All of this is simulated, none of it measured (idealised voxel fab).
Process module in this document: voxel fin reveal
In the cross-section labelled cut, the width is 285 nm and each square cell is 5 nm.
We lay out every cross-section as a grid of square cells and spell it out in bands from the top down, where one band means one or more rows of cells.
Heads up on the band format: heights come first, top then bottom, in nm. After that it's the materials left to right, each with its width in nm. A single material flagged "full width" fills the whole band edge to edge, and "air" means there's empty space there.
Basically, 0 is our baseline, since under it the wafer straight out of the box is all one material. The bottom band has no lower end and keeps on going down, so it looks like "0..down".
With a width like "30..40", each row of cells in the band differs from the next by the same amount, the top row carrying the first number and the bottom row the second.
"everything unchanged" for a step: no cell of the cross-section changed in that step.
So "Enclosed void inventory" is basically the list of trapped voids: any empty space of 8 cells or more that can't reach the top through an opening. They're written width x height at distance, the distance being from the left edge, and it's all nm.
Past the settings on a step's line: simulator remark, on that step.
overlay nm, on a step with a mask: how far to the right of its planned place the mask lay; to the left if negative

[These are the steps we planned for the process]
1) RECEIVE with material Si
2) CONFORMAL_DEP with material SiN, thk nm 5
3) DIRECTIONAL_DEP with material aC, thk nm 10
4) PATTERN with tone cover, mask id FINS, material resist, width nm 15, pitch nm 45, thk nm 30, overlay nm 0
5) DIRECTIONAL_ETCH with etch materials aC, depth nm 10
6) STRIP with etch materials resist
7) DIRECTIONAL_ETCH with etch materials SiN, depth nm 5
8) DIRECTIONAL_ETCH with etch materials Si, depth nm 40
9) STRIP with etch materials aC
10) FILL_DEP with material SiO2, thk nm 15
11) CMP with height nm 5
12) SELECTIVE_ETCH with etch materials SiO2, depth nm 20
13) STRIP with etch materials SiN
14) CONFORMAL_DEP with material SiO2, thk nm 5

[Received-state cross-section, reflecting completion of step 1]
    0..down = Si full width
    Enclosed void inventory: none

[Wafer cross-section at end of module: start and plan as shown above, one execution error]
    0..-15 = air (90) / Si (15) / air (30) / Si (15) / air (30) / Si (15) / air (90)
    -15..-40 = SiO2 (90) / Si (15) / SiO2 (30) / Si (15) / SiO2 (30) / Si (15) / SiO2 (90)
    -40..down = Si full width
    Enclosed void inventory: none
Want to know what went wrong? step 14 of the plan was bypassed and not carried out
